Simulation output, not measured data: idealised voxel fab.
process module | voxel fin reveal
cross-section cut | 220 nm wide | cells 5 nm
A cross-section is a grid of square cells, given in bands from the top down. A band is one or more rows of cells.
Each band's line starts with the height of the band's top and of its bottom, in nm. Then come its materials from left to right, each with its width in nm. One material with "throughout" fills the band from edge to edge. "air" is empty space.
Height 0 is the level under which the wafer as received is all one material. The lowest band goes on downwards, as in "0 down".
A width such as "30 to 40" changes by the same amount from each row of cells to the next, from the band's top row to its bottom row.
"no change" after a step means that no cell of the cross-section changed.
closed voids: empty space of 8 cells or more with no open way to the top, each as width x height at its distance from the left edge, in nm
after a step's settings: what the simulator itself notes on the step
overlay nm, on a step with a mask: how far to the right of its planned place the mask lay; to the left if negative
plan
1 op RECEIVE | material Si
2 op CONFORMAL_DEP | material SiN | thk nm 10
3 op MASKED_ETCH | tone cover | mask id FINS | width nm 15 | pitch nm 40 | etch materials SiN | depth nm 10 | overlay nm 0
4 op MASKED_ETCH | tone cover | mask id FINS | width nm 15 | pitch nm 40 | etch materials Si | depth nm 40 | overlay nm 0
5 op OXIDIZE | depth nm 5
6 op FILL_DEP | material SiO2 | thk nm 5
7 op CMP | height nm 10
8 op SELECTIVE_ETCH | etch materials SiO2 | depth nm 40
9 op STRIP | etch materials SiN
first wafer, as planned
as received, after step 1
  0 down: Si throughout
  closed voids: none
after step 2
  10 to 0: SiN throughout
  below 0: unchanged
after step 3
  10 to 0: air 40 | SiN 15 | air 25 | SiN 15 | air 25 | SiN 15 | air 25 | SiN 15 | air 45
  below 0: unchanged
after step 4
  10 to 0: air 40 | SiN 15 | air 25 | SiN 15 | air 25 | SiN 15 | air 25 | SiN 15 | air 45
  0 to -40: air 40 | Si 15 | air 25 | Si 15 | air 25 | Si 15 | air 25 | Si 15 | air 45
  below -40: unchanged
after step 5
  10 to 0: air 40 | SiN 15 | air 25 | SiN 15 | air 25 | SiN 15 | air 25 | SiN 15 | air 45
  0 to -40: air 40 | SiO2 5 | Si 5 | SiO2 5 | air 25 | SiO2 5 | Si 5 | SiO2 5 | air 25 | SiO2 5 | Si 5 | SiO2 5 | air 25 | SiO2 5 | Si 5 | SiO2 5 | air 45
  -40 to -45: SiO2 45 | Si 5 | SiO2 35 | Si 5 | SiO2 35 | Si 5 | SiO2 35 | Si 5 | SiO2 50
  below -45: unchanged
after step 6
  15 to 10: SiO2 throughout
  10 to 0: SiO2 40 | SiN 15 | SiO2 25 | SiN 15 | SiO2 25 | SiN 15 | SiO2 25 | SiN 15 | SiO2 45
  0 to -45: SiO2 45 | Si 5 | SiO2 35 | Si 5 | SiO2 35 | Si 5 | SiO2 35 | Si 5 | SiO2 50
  below -45: unchanged
after step 7
  10 to 0: SiO2 40 | SiN 15 | SiO2 25 | SiN 15 | SiO2 25 | SiN 15 | SiO2 25 | SiN 15 | SiO2 45
  below 0: unchanged
after step 8
  10 to 0: air 40 | SiN 15 | air 25 | SiN 15 | air 25 | SiN 15 | air 25 | SiN 15 | air 45
  0 to -30: air 45 | Si 5 | air 35 | Si 5 | air 35 | Si 5 | air 35 | Si 5 | air 50
  below -30: unchanged
after step 9
  0 to -30: air 45 | Si 5 | air 35 | Si 5 | air 35 | Si 5 | air 35 | Si 5 | air 50
  below -30: unchanged
second wafer: like start, like plan, one mistake. Through step 8 it matches the first wafer
when step 9 should have ended
  10 to 0: air 40 | SiN 15 | air 25 | SiN 15 | air 25 | SiN 15 | air 25 | SiN 15 | air 45
  0 to -45: air 45 | Si 5 | air 35 | Si 5 | air 35 | Si 5 | air 35 | Si 5 | air 50
  below -45: unchanged
what went wrong: step 9 ran as: op STRIP | etch materials SiO2
at the end the second wafer has, in cells: 24 more of SiN | 120 fewer of SiO2
